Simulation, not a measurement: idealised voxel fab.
A process module follows: voxel capacitor over wiring.
It is cross-section cut that appears here, measuring 270 nm in width, its square cells being 5 nm in size.
Square cells in a grid make up a cross-section in this document, and the grid is given as bands, listed from the top down, each one or more rows of cells.
Top height, bottom height, nm. Materials left to right, width each, nm. Single material + "everywhere" = fills band edge to edge. "blank" = empty.
Beneath 0, the wafer as received is one material, and that level is where height counting begins. The lowest band goes on downward without a bottom; it is written like "0 and below".
Think of "30->40" as a width that walks from the first number to the second as you go down the band, top row to bottom row, taking equal-sized steps from row to row.
Step note "nothing changed" = no cross-section cell changed.
So "Entrapped voids" is basically the list of trapped voids: any empty space of 8 cells or more that can't reach the top through an opening. They're written width x height at distance, the distance being from the left edge, and it's all nm.
Formally, on a step line, whatever follows the settings is a remark that the simulator itself makes on the step.
Regarding "overlay nm": on a step with a mask, it is the distance the mask lay to the right of its planned place; a negative value places it to the left.

This section lists the process steps that were planned
- 1: op RECEIVE | material Si
- 2: op CONFORMAL_DEP | material SiO2 | thk nm 15
- 3: op CONFORMAL_DEP | material SiCN | thk nm 5
- 4: op DIRECTIONAL_DEP | material SiO2 | thk nm 15
- 5: op DIRECTIONAL_DEP | material aC | thk nm 10
- 6: op PATTERN | tone open | mask id METAL_1 | material resist | width nm 25 | pitch nm 90 | thk nm 25 | overlay nm 0
- 7: op DIRECTIONAL_ETCH | etch materials aC | depth nm 10
- 8: op STRIP | etch materials resist
- 9: op DIRECTIONAL_ETCH | etch materials SiO2 | depth nm 15
- 10: op DIRECTIONAL_ETCH | etch materials SiCN | depth nm 5
- 11: op STRIP | etch materials aC
- 12: op CONFORMAL_DEP | material TiN | thk nm 5
- 13: op FILL_DEP | material Ru | thk nm 5
- 14: op CMP | height nm 35
- 15: op CONFORMAL_DEP | material SiCN | thk nm 5
- 16: op DIRECTIONAL_DEP | material SiO2 | thk nm 20
- 17: op MASKED_ETCH | tone open | mask id PLUG_1 | width nm 15 | etch materials SiO2 | depth nm 20 | overlay nm 0
- 18: op MASKED_ETCH | tone open | mask id PLUG_1 | width nm 15 | etch materials SiCN | depth nm 5 | overlay nm 0
- 19: op CONFORMAL_DEP | material TiN | thk nm 5
- 20: op FILL_DEP | material Cu | thk nm 5
- 21: op CMP | height nm 60
- 22: op DIRECTIONAL_DEP | material TiN | thk nm 10
- 23: op DIRECTIONAL_DEP | material HfO2 | thk nm 5
- 24: op DIRECTIONAL_DEP | material TiN | thk nm 5
- 25: op DIRECTIONAL_DEP | material aC | thk nm 10
- 26: op PATTERN | tone cover | mask id UPPER_PLATE | material resist | width nm 70 | thk nm 25 | overlay nm 0
- 27: op DIRECTIONAL_ETCH | etch materials aC | depth nm 10
- 28: op STRIP | etch materials resist
- 29: op DIRECTIONAL_ETCH | etch materials TiN | depth nm 5
- 30: op DIRECTIONAL_ETCH | etch materials HfO2 | depth nm 5
- 31: op STRIP | etch materials aC
- 32: op DIRECTIONAL_DEP | material aC | thk nm 15
- 33: op PATTERN | tone cover | mask id LOWER_PLATE | material resist | width nm 80 | thk nm 30 | overlay nm 0
- 34: op DIRECTIONAL_ETCH | etch materials aC | depth nm 15
- 35: op STRIP | etch materials resist
- 36: op DIRECTIONAL_ETCH | etch materials TiN | depth nm 10
- 37: op STRIP | etch materials aC
- 38: op FILL_DEP | material SiO2 | thk nm 20
- 39: op CMP | height nm 95
- 40: op MASKED_ETCH | tone open | mask id PLUG_2 | width nm 15 | etch materials SiO2 | depth nm 15 | overlay nm 0
- 41: op CONFORMAL_DEP | material TiN | thk nm 5
- 42: op FILL_DEP | material W | thk nm 5
- 43: op CMP | height nm 95
- 44: op CONFORMAL_DEP | material SiCN | thk nm 5

As received (post step 1): cross-section
> 0 and below | Si everywhere
> Entrapped voids: none

First of two wafers: cross-section at end of module, run per plan
> 100 down to 95 | SiCN everywhere
> 95 down to 85 | SiO2=95, TiN=5, W=5, TiN=5, SiO2=160
> 85 down to 75 | SiO2=95->85, TiN=15->70, SiO2=160->115
> 75 down to 70 | SiO2=85, HfO2=70, SiO2=115
> 70 down to 60 | SiO2=80, TiN=80, SiO2=110
> 60 down to 40 | SiO2=85, TiN=5, Cu=5, TiN=5, SiO2=170
> 40 down to 35 | SiCN=85, TiN=15, SiCN=170
> 35 down to 20 | SiO2=75, TiN=5, Ru=15, TiN=5, SiO2=65, TiN=5, Ru=15, TiN=5, SiO2=80
> 20 down to 15 | SiCN=75, TiN=25, SiCN=65, TiN=25, SiCN=80
> 15 down to 0 | SiO2 everywhere
> 0 and below | Si everywhere
> Entrapped voids: none

Second wafer of the two, sectioned at the end of the module. It began like the first and followed the same plan, but one mistake was made while running it
> 100 down to 95 | SiCN everywhere
> 95 down to 85 | SiO2=95, TiN=5, W=5, TiN=5, SiO2=160
> 85 down to 75 | SiO2=95->85, TiN=15->70, SiO2=160->115
> 75 down to 70 | SiO2=85, HfO2=70, SiO2=115
> 70 down to 60 | SiO2=80, TiN=80, SiO2=110
> 60 down to 40 | SiO2=85, TiN=5, Cu=5, TiN=5, SiO2=170
> 40 down to 35 | SiCN=85, TiN=15, SiCN=170
> 35 down to 30 | TiN=80, Ru=15, TiN=75, Ru=15, TiN=85
> 30 down to 20 | SiO2=75, TiN=5, Ru=15, TiN=5, SiO2=65, TiN=5, Ru=15, TiN=5, SiO2=80
> 20 down to 15 | SiO2=75, TiN=25, SiO2=65, TiN=25, SiO2=80
> 15 down to 0 | SiO2 everywhere
> 0 and below | Si everywhere
> Entrapped voids: none
Deviation noted in wafer processing: the run left out plan step 3 entirely, so it was never executed
Once processing is complete, comparing cell counts shows that the second wafer has more or fewer of certain materials than the first: -44 SiCN, +44 TiN
